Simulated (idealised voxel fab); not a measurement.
process module | voxel spacer lines
cross-section cut | 210 nm wide | cells 5 nm
A cross-section is a grid of square cells, given in bands from the top down. A band is one or more rows of cells.
Each band's line starts with the height of the band's top and of its bottom, in nm. Then come its materials from left to right, each with its width in nm. One material with "throughout" fills the band from edge to edge. "air" is empty space.
Height 0 is the level under which the wafer as received is all one material. The lowest band goes on downwards, as in "0 down".
A width such as "30 to 40" changes by the same amount from each row of cells to the next, from the band's top row to its bottom row.
"no change" after a step means that no cell of the cross-section changed.
closed voids: empty space of 8 cells or more with no open way to the top, each as width x height at its distance from the left edge, in nm
after a step's settings: what the simulator itself notes on the step
overlay nm, on a step with a mask: how far to the right of its planned place the mask lay; to the left if negative
plan
1 op RECEIVE | material Si
2 op CONFORMAL_DEP | material Al2O3 | thk nm 10
3 op DIRECTIONAL_DEP | material W | thk nm 10
4 op DIRECTIONAL_DEP | material aC | thk nm 20
5 op PATTERN | tone cover | mask id MANDREL | material resist | width nm 15 | pitch nm 50 | thk nm 25 | overlay nm 0
6 op DIRECTIONAL_ETCH | etch materials aC | depth nm 20
7 op STRIP | etch materials resist
8 op CONFORMAL_DEP | material SiO2 | thk nm 10
9 op DIRECTIONAL_ETCH | etch materials SiO2 | depth nm 10
10 op STRIP | etch materials aC
11 op DIRECTIONAL_ETCH | etch materials W | depth nm 10
12 op STRIP | etch materials SiO2
as received, after step 1
  0 down: Si throughout
  closed voids: none
a wafer at the end: this start, this plan, one mistake
  20 to 10: Al2O3 throughout
  10 to 0: W throughout
  0 down: Si throughout
  closed voids: none
what went wrong: steps 2 and 3 were swapped
